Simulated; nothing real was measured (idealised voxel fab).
The following process module bears the name voxel ribs on slabs.
The figure presents cross-section cut, which has a width of 260 nm and is divided into square cells with an edge length of 5 nm.
If you're reading a cross-section in this doc, picture square cells in a grid; it comes to you as bands, top ones listed first down to the bottom, and a band can be one or more rows of cells.
Band: top height; bottom height; in nm. Then, left to right: material with width in nm, for each material. "everywhere": a single material spanning edge to edge. "air": empty space.
The reference from which all heights are counted is 0, the level beneath which the as-received wafer is entirely one material; the lowest band, having no lower bound, proceeds downward and is written after the example "0 nm and below".
Per-row width for "30 to 40": begins at first number (top row of band), ends at second number (bottom row), increment between rows held constant.
What does "no alterations made" mean for a step? It means no cell of the cross-section changed in that step.
Closed-off voids of 8+ cells (no open route to the top) go in "Enclosed internal cavities", written width x height at distance from the left edge, in nm.
Where a step's line continues beyond its settings, the continuation is a remark by the simulator itself on that step.
Each step line may optionally specify "overlay nm", which for a step with a mask gives the rightward distance between the mask's planned place and where it lay, a negative value indicating the leftward direction.
What follows is a series of pairs. Each pair shows a cross-section before one process step and the cross-section after it, and the after view is drawn only down to the lowest band that changed. Beneath each pair is the step that lies between the two, with its settings. Pairs may come from different runs of this module on the same starting wafer, so a pair continues from the one above it only where its entry headed "Before step" says so.
Before step
- 65 nm to 50 nm = 115 air, then 20 resist, then 125 air
- 50 nm to 35 nm = 115 air, then 20 aC, then 125 air
- 35 nm to 20 nm = polySi everywhere
- 20 nm to 0 nm = SiO2 everywhere
- 0 nm and below = Si everywhere
- Enclosed internal cavities: none
Step Result
- 50 nm to 35 nm = 115 air, then 20 aC, then 125 air
- Under 35: no change, same as before.
- Enclosed internal cavities: none
What step was run between the cross-section before it and the cross-section after it, both above? STRIP with etch materials resist
Before step: the after view from the pair directly above serves as the before view here.
Step Result
- 50 nm to 35 nm = 115 air, then 20 aC, then 125 air
- 35 nm to 30 nm = 115 air, then 20 polySi, then 125 air
- Under 30: no change, same as before.
- Enclosed internal cavities: none
What step was run between the cross-section before it and the cross-section after it, both above? DIRECTIONAL_ETCH with etch materials polySi, depth nm 5
Before step: the after view from the pair directly above serves as the before view here.
Step Result
- 35 nm to 30 nm = 115 air, then 20 polySi, then 125 air
- Under 30: no change, same as before.
- Enclosed internal cavities: none
What step was run between the cross-section before it and the cross-section after it, both above? STRIP with etch materials aC
Before step: the after view from the pair directly above serves as the before view here.
Step Result
- 50 nm to 45 nm = 115 air, then 20 aC, then 125 air
- 45 nm to 35 nm = aC everywhere
- 35 nm to 30 nm = 115 aC, then 20 polySi, then 125 aC
- Under 30: no change, same as before.
- Enclosed internal cavities: none
What step was run between the cross-section before it and the cross-section after it, both above? DIRECTIONAL_DEP with material aC, thk nm 15
Before step: the after view from the pair directly above serves as the before view here.
Step Result
- 80 nm to 50 nm = 100 air, then 60 resist, then 100 air
- 50 nm to 45 nm = 100 air, then 15 resist, then 20 aC, then 25 resist, then 100 air
- Under 45: no change, same as before.
- Enclosed internal cavities: none
What step was run between the cross-section before it and the cross-section after it, both above? PATTERN with tone cover, mask id SLAB, material resist, width nm 60, thk nm 30, overlay nm 0
Before step: the after view from the pair directly above serves as the before view here.
Step Result
- 65 nm to 50 nm = 100 air, then 60 resist, then 100 air
- 50 nm to 45 nm = 100 air, then 15 resist, then 20 aC, then 25 resist, then 100 air
- 45 nm to 35 nm = 100 air, then 60 aC, then 100 air
- 35 nm to 30 nm = 100 air, then 15 aC, then 20 polySi, then 25 aC, then 100 air
- Under 30: no change, same as before.
- Enclosed internal cavities: none
What step was run between the cross-section before it and the cross-section after it, both above? DIRECTIONAL_ETCH with etch materials aC, depth nm 15
Before step: the after view from the pair directly above serves as the before view here.
Step Result
- 50 nm to 45 nm = 115 air, then 20 aC, then 125 air
- Under 45: no change, same as before.
- Enclosed internal cavities: none
What step was run between the cross-section before it and the cross-section after it, both above? STRIP with etch materials resist
Before step: the after view from the pair directly above serves as the before view here.
Step Result
- 50 nm to 45 nm = 115 air, then 20 aC, then 125 air
- 45 nm to 35 nm = 100 air, then 60 aC, then 100 air
- 35 nm to 30 nm = 100 air, then 15 aC, then 20 polySi, then 25 aC, then 100 air
- 30 nm to 20 nm = 100 air, then 60 polySi, then 100 air
- Under 20: no change, same as before.
- Enclosed internal cavities: none
What step was run between the cross-section before it and the cross-section after it, both above? DIRECTIONAL_ETCH with etch materials polySi, depth nm 10
Before step: the after view from the pair directly above serves as the before view here.
Step Result
- 35 nm to 30 nm = 115 air, then 20 polySi, then 125 air
- Under 30: no change, same as before.
- Enclosed internal cavities: none
What step was run between the cross-section before it and the cross-section after it, both above? STRIP with etch materials aC
Before step: the after view from the pair directly above serves as the before view here.
Step Result
- 60 nm to 35 nm = SiO2 everywhere
- 35 nm to 30 nm = 115 SiO2, then 20 polySi, then 125 SiO2
- 30 nm to 20 nm = 100 SiO2, then 60 polySi, then 100 SiO2
- Under 20: no change, same as before.
- Enclosed internal cavities: none
What step was run between the cross-section before it and the cross-section after it, both above? FILL_DEP with material SiO2, thk nm 25
Before step: the after view from the pair directly above serves as the before view here.
Step Result
- 55 nm to 35 nm = SiO2 everywhere
- Under 35: no change, same as before.
- Enclosed internal cavities: none
What step was run between the cross-section before it and the cross-section after it, both above? CMP with height nm 55
Before step: the after view from the pair directly above serves as the before view here.
Step Result
- 65 nm to 55 nm = W everywhere
- Under 55: no change, same as before.
- Enclosed internal cavities: none
What step was run between the cross-section before it and the cross-section after it, both above? DIRECTIONAL_DEP with material W, thk nm 10
Before step: the after view from the pair directly above serves as the before view here.
Step Result
- 65 nm to 55 nm = 115 air, then 30 W, then 115 air
- Under 55: no change, same as before.
- Enclosed internal cavities: none
What step was run between the cross-section before it and the cross-section after it, both above? MASKED_ETCH with tone cover, mask id HEATER, width nm 30, etch materials W, depth nm 10, overlay nm 0
Before step: the after view from the pair directly above serves as the before view here.
Step Result
- 70 nm to 65 nm = 110 air, then 40 SiO2, then 110 air
- 65 nm to 60 nm = 110 air, then 5 SiO2, then 30 W, then 5 SiO2, then 110 air
- 60 nm to 55 nm = 115 SiO2, then 30 W, then 115 SiO2
- Under 55: no change, same as before.
- Enclosed internal cavities: none
What step was run between the cross-section before it and the cross-section after it, both above? CONFORMAL_DEP with material SiO2, thk nm 5
Before step
- 35 nm to 30 nm = 120 air, then 20 polySi, then 120 air
- 30 nm to 20 nm = polySi everywhere
- 20 nm to 0 nm = SiO2 everywhere
- 0 nm and below = Si everywhere
- Enclosed internal cavities: none
Step Result
- 50 nm to 45 nm = 120 air, then 20 W, then 120 air
- 45 nm to 35 nm = W everywhere
- 35 nm to 30 nm = 120 W, then 20 polySi, then 120 W
- Under 30: no change, same as before.
- Enclosed internal cavities: none
What step was run between the cross-section before it and the cross-section after it, both above? DIRECTIONAL_DEP with material W, thk nm 15
Before step: the after view from the pair directly above serves as the before view here.
Step Result
- 80 nm to 50 nm = 100 air, then 60 resist, then 100 air
- 50 nm to 45 nm = 100 air, then 20 resist, then 20 W, then 20 resist, then 100 air
- Under 45: no change, same as before.
- Enclosed internal cavities: none
What step was run between the cross-section before it and the cross-section after it, both above? PATTERN with tone cover, mask id SLAB, material resist, width nm 60, thk nm 30, overlay nm 0
Before step: the after view from the pair directly above serves as the before view here.
Step Result
- 65 nm to 50 nm = 100 air, then 60 resist, then 100 air
- Under 50: no change, same as before.
- Enclosed internal cavities: none
What step was run between the cross-section before it and the cross-section after it, both above? DIRECTIONAL_ETCH with etch materials aC, depth nm 15
Before step: the after view from the pair directly above serves as the before view here.
Step Result
- 50 nm to 45 nm = 120 air, then 20 W, then 120 air
- Under 45: no change, same as before.
- Enclosed internal cavities: none
What step was run between the cross-section before it and the cross-section after it, both above? STRIP with etch materials resist
Before step: the after view from the pair directly above serves as the before view here.
Step Result
- 75 nm to 50 nm = SiO2 everywhere
- 50 nm to 45 nm = 120 SiO2, then 20 W, then 120 SiO2
- Under 45: no change, same as before.
- Enclosed internal cavities: none
What step was run between the cross-section before it and the cross-section after it, both above? FILL_DEP with material SiO2, thk nm 25
Before step: the after view from the pair directly above serves as the before view here.
Step Result
- 55 nm to 50 nm = SiO2 everywhere
- Under 50: no change, same as before.
- Enclosed internal cavities: none
What step was run between the cross-section before it and the cross-section after it, both above? CMP with height nm 55
Before step: the after view from the pair directly above serves as the before view here.
Step Result
- 65 nm to 55 nm = W everywhere
- Under 55: no change, same as before.
- Enclosed internal cavities: none
What step was run between the cross-section before it and the cross-section after it, both above? DIRECTIONAL_DEP with material W, thk nm 10
Before step: the after view from the pair directly above serves as the before view here.
Step Result
- 65 nm to 55 nm = 115 air, then 30 W, then 115 air
- Under 55: no change, same as before.
- Enclosed internal cavities: none
What step was run between the cross-section before it and the cross-section after it, both above? MASKED_ETCH with tone cover, mask id HEATER, width nm 30, etch materials W, depth nm 10, overlay nm 0
Before step: the after view from the pair directly above serves as the before view here.
Step Result
- 70 nm to 65 nm = 110 air, then 40 SiO2, then 110 air
- 65 nm to 60 nm = 110 air, then 5 SiO2, then 30 W, then 5 SiO2, then 110 air
- 60 nm to 55 nm = 115 SiO2, then 30 W, then 115 SiO2
- Under 55: no change, same as before.
- Enclosed internal cavities: none
What step was run between the cross-section before it and the cross-section after it, both above? CONFORMAL_DEP with material SiO2, thk nm 5
Before step
- 65 nm to 55 nm = W everywhere
- 55 nm to 35 nm = SiO2 everywhere
- 35 nm to 30 nm = 120 SiO2, then 20 polySi, then 120 SiO2
- 30 nm to 20 nm = 100 SiO2, then 60 polySi, then 100 SiO2
- 20 nm to 0 nm = SiO2 everywhere
- 0 nm and below = Si everywhere
- Enclosed internal cavities: none
Step Result
- 65 nm to 55 nm = 115 W, then 30 air, then 115 W
- Under 55: no change, same as before.
- Enclosed internal cavities: none
What step was run between the cross-section before it and the cross-section after it, both above? MASKED_ETCH with tone open, mask id HEATER, width nm 30, etch materials W, depth nm 10, overlay nm 0
Before step: the after view from the pair directly above serves as the before view here.
Step Result
- 70 nm to 65 nm = 120 SiO2, then 20 air, then 120 SiO2
- 65 nm to 60 nm = 115 W, then 5 SiO2, then 20 air, then 5 SiO2, then 115 W
- 60 nm to 55 nm = 115 W, then 30 SiO2, then 115 W
- Under 55: no change, same as before.
- Enclosed internal cavities: none
What step was run between the cross-section before it and the cross-section after it, both above? CONFORMAL_DEP with material SiO2, thk nm 5
